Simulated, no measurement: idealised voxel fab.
Process module in this document: voxel transistor to metal
The figure presents cross-section cut, which has a width of 295 nm and is divided into square cells with an edge length of 5 nm.
A cross-section is written here as square cells arranged in a grid, and it is given in bands from the top down, each band taking up one or more rows of cells. Heads up on the band format: heights come first, top then bottom, in nm. After that it's the materials left to right, each with its width in nm. A single material flagged "edge to edge" fills the whole band edge to edge, and "empty" means there's empty space there. Heights are expressed relative to 0, this being the level below which the as-received wafer comprises one material exclusively. The lowest band is unbounded in the downward direction and is denoted as in "top 0, no bottom". Note: "30..40" means the width goes from the first number (top row of the band) to the second number (bottom row) in equal steps per row of cells. Take "no alterations made" at face value: in the step it is given for, the cross-section changed in none of its cells. Enclosed voids (no open way to top), threshold 8 cells or more, entry "Closed void catalog", notation width x height at distance, distance from left edge, nm. On a step's line, text after the settings is the simulator commenting on that step. overlay nm: right-of-plan distance of the mask on a masked step; negative values mean left-of-plan.
[Planned process steps]
- 1: RECEIVE: material Si
- 2: CONFORMAL_DEP: material SiO2, thk nm 5
- 3: CONFORMAL_DEP: material SiN, thk nm 10
- 4: MASKED_ETCH: tone cover, mask id ACTIVE, width nm 115, pitch nm 145, etch materials SiN, depth nm 10, overlay nm 0
- 5: MASKED_ETCH: tone cover, mask id ACTIVE, width nm 115, pitch nm 145, etch materials SiO2, depth nm 5, overlay nm 0
- 6: MASKED_ETCH: tone cover, mask id ACTIVE, width nm 115, pitch nm 145, etch materials Si, depth nm 30, overlay nm 0
- 7: OXIDIZE: depth nm 5
- 8: FILL_DEP: material SiO2, thk nm 5
- 9: CMP: height nm 15
- 10: SELECTIVE_ETCH: etch materials SiO2, depth nm 10
- 11: STRIP: etch materials SiN
- 12: SELECTIVE_ETCH: etch materials SiO2, depth nm 5
- 13: OXIDIZE: depth nm 5
- 14: DIRECTIONAL_DEP: material polySi, thk nm 25
- 15: DIRECTIONAL_DEP: material SiCN, thk nm 15
- 16: PATTERN: tone cover, mask id GATE, material resist, width nm 35, pitch nm 145, thk nm 15, overlay nm 0
- 17: DIRECTIONAL_ETCH: etch materials SiCN, depth nm 25
- 18: DIRECTIONAL_ETCH: etch materials polySi, depth nm 35
- 19: STRIP: etch materials resist
- 20: CONFORMAL_DEP: material SiO2, thk nm 5
- 21: DIRECTIONAL_ETCH: etch materials SiO2, depth nm 5
- 22: CONFORMAL_DEP: material SiN, thk nm 5
- 23: DIRECTIONAL_ETCH: etch materials SiN, depth nm 5
- 24: DIRECTIONAL_ETCH: etch materials SiO2, depth nm 5
- 25: EPI: material pSi, thk nm 5
- 26: FILL_DEP: material SiO2, thk nm 10
- 27: CMP: height nm 25
- 28: STRIP: etch materials polySi
- 29: SELECTIVE_ETCH: etch materials SiO2, depth nm 5
- 30: CONFORMAL_DEP: material HfO2, thk nm 5
- 31: CONFORMAL_DEP: material TiN, thk nm 5
- 32: FILL_DEP: material W, thk nm 10
- 33: CMP: height nm 20
- 34: DIRECTIONAL_DEP: material SiO2, thk nm 15
- 35: PATTERN: tone open, mask id CONTACT, material resist, width nm 15, thk nm 15, overlay nm 0
- 36: DIRECTIONAL_ETCH: etch materials SiO2, depth nm 35
- 37: STRIP: etch materials resist
- 38: CONFORMAL_DEP: material TiN, thk nm 5
- 39: FILL_DEP: material W, thk nm 5
- 40: CMP: height nm 35
- 41: CONFORMAL_DEP: material SiN, thk nm 5
- 42: DIRECTIONAL_DEP: material lowk, thk nm 15
- 43: MASKED_ETCH: tone open, mask id METAL_1, width nm 15, etch materials lowk, depth nm 15, overlay nm 0
- 44: MASKED_ETCH: tone open, mask id METAL_1, width nm 15, etch materials SiN, depth nm 5, overlay nm 0
- 45: CONFORMAL_DEP: material TiN, thk nm 5
- 46: FILL_DEP: material Ru, thk nm 5
- 47: CMP: height nm 55
- 48: EPI: material Ru, thk nm 5
- 49: FILL_DEP: material SiCN, thk nm 5
- 50: DIRECTIONAL_DEP: material SiO2, thk nm 35
- 51: MASKED_ETCH: tone open, mask id METAL_2, width nm 15, pitch nm 145, etch materials SiO2, depth nm 20, overlay nm 0
- 52: PATTERN: tone open, mask id METAL_2_HOLES, material resist, width nm 15, pitch nm 145, thk nm 15, overlay nm 0
- 53: DIRECTIONAL_ETCH: etch materials SiO2, depth nm 15
- 54: DIRECTIONAL_ETCH: etch materials SiCN, depth nm 5
- 55: STRIP: etch materials resist
- 56: CONFORMAL_DEP: material TiN, thk nm 5
- 57: FILL_DEP: material Cu, thk nm 10
- 58: CMP: height nm 100
- 59: CONFORMAL_DEP: material SiCN, thk nm 5
[Cross-section of the wafer as it came to us, i.e., already through step 1]
  top 0, no bottom: Si edge to edge
  Closed void catalog: none
[Result of the module, cross-sectioned: start per above, plan per above, one error in how it was run]
  top 105, bottom 100: SiCN edge to edge
  top 100, bottom 95: SiCN=20 | TiN=15 | SiCN=130 | TiN=15 | SiCN=115
  top 95, bottom 90: SiCN=15 | SiO2=25 | SiCN=65 | SiO2=25 | SiCN=30 | SiO2=25 | SiCN=65 | SiO2=25 | SiCN=20
  top 90, bottom 60: SiO2 edge to edge
  top 60, bottom 55: SiO2=15 | Ru=25 | SiO2=65 | Ru=25 | SiO2=30 | Ru=25 | SiO2=65 | Ru=25 | SiO2=20
  top 55, bottom 40: lowk=20 | TiN=5 | Ru=5 | TiN=5 | lowk=75 | TiN=5 | Ru=5 | TiN=5 | lowk=40 | TiN=5 | Ru=5 | TiN=5 | lowk=75 | TiN=5 | Ru=5 | TiN=5 | lowk=25
  top 40, bottom 35: SiN=20 | TiN=15 | SiN=75 | TiN=15 | SiN=40 | TiN=15 | SiN=75 | TiN=15 | SiN=25
  top 35, bottom 20: SiO2=20 | TiN=5 | W=5 | TiN=5 | SiO2=75 | TiN=5 | W=5 | TiN=5 | SiO2=40 | TiN=5 | W=5 | TiN=5 | SiO2=75 | TiN=5 | W=5 | TiN=5 | SiO2=25
  top 20, bottom 5: SiO2=20 | TiN=5 | W=5 | TiN=5 | SiO2=10 | SiN=5 | HfO2=5 | TiN=5 | W=25 | TiN=5 | HfO2=5 | SiN=5 | SiO2=10 | TiN=5 | W=5 | TiN=5 | SiO2=40 | TiN=5 | W=5 | TiN=5 | SiO2=10 | SiN=5 | HfO2=5 | TiN=5 | W=25 | TiN=5 | HfO2=5 | SiN=5 | SiO2=10 | TiN=5 | W=5 | TiN=5 | SiO2=25
  top 5, bottom 0: SiO2=20 | TiN=15 | SiO2=10 | SiN=5 | HfO2=5 | TiN=35 | HfO2=5 | SiN=5 | SiO2=10 | TiN=15 | SiO2=40 | TiN=15 | SiO2=10 | SiN=5 | HfO2=5 | TiN=35 | HfO2=5 | SiN=5 | SiO2=10 | TiN=15 | SiO2=25
  top 0, bottom -5: SiO2=15 | pSi=30 | SiO2=5 | HfO2=45 | SiO2=5 | pSi=30 | SiO2=30 | pSi=30 | SiO2=5 | HfO2=45 | SiO2=5 | pSi=30 | SiO2=20
  top -5, bottom -35: SiO2=20 | Si=105 | SiO2=40 | Si=105 | SiO2=25
  top -35, no bottom: Si edge to edge
  Closed void catalog: none
what went wrong: so 49 and 50 got swapped relative to the plan, each ran where the other was supposed to
